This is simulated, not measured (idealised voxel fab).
The process module that follows is named voxel released beams.
170 nm wide, 5 nm square cells: that's cross-section cut.
If you're reading a cross-section in this doc, picture square cells in a grid; it comes to you as bands, top ones listed first down to the bottom, and a band can be one or more rows of cells. Top, bottom (nm), then materials left to right with widths (nm); lone material tagged "edge to edge" fills the whole band edge to edge; "blank" = empty space. For the purposes of this specification, 0 denotes the height below which the wafer in its as-received condition is composed wholly of one material, and the lowermost band, lacking a lower limit, extends downward without end, as expressed in "0 down". It should be noted that a width expressed as "30 to 40" varies in equal increments from row to row of cells within the band, taking the value of the first number at the top row and that of the second number at the bottom row. "nothing got changed", as given for a step, is the statement that not any cell of the cross-section underwent a change during that step. Each empty space that has no open way to the top and spans at least 8 cells appears under "Sealed-off cavities" as width x height at distance, the distance counted from the left edge, all in nm. Anything after a step's settings on that line? It's the simulator's own note about the step. overlay nm: on a step with a mask, how far right of its planned place the mask lay; negative means left. Everything after this point is organized in pairs: a cross-section before one process step, a cross-section after it that shows only as deep as the lowest changed band, and, under the pair, the intervening step with its settings. Because different runs of this module on the same starting wafer can supply different pairs, a pair continues from the pair above it only if its entry headed "Pre-process" says so.

# Pre-process
* 40 to 30 | blank 40 nm; aC 40 nm; blank 90 nm
* 30 to 25 | blank 40 nm; aC 85 nm; blank 45 nm
* 25 to 15 | blank 40 nm; TiN 40 nm; aC 45 nm; blank 45 nm
* 15 to 5 | blank 35 nm; TiN 10 nm; SiO2 25 nm; TiN 55 nm; blank 45 nm
* 5 to 0 | SiN edge to edge
* 0 down | Si edge to edge
* Sealed-off cavities: none

# Post-Step Cross-Section
* 25 to 15 | blank 40 nm; TiN 40 nm; blank 90 nm
* Under the height 15 nothing was changed.
* Sealed-off cavities: none
Link between the two cross-sections above: STRIP (etch materials aC)
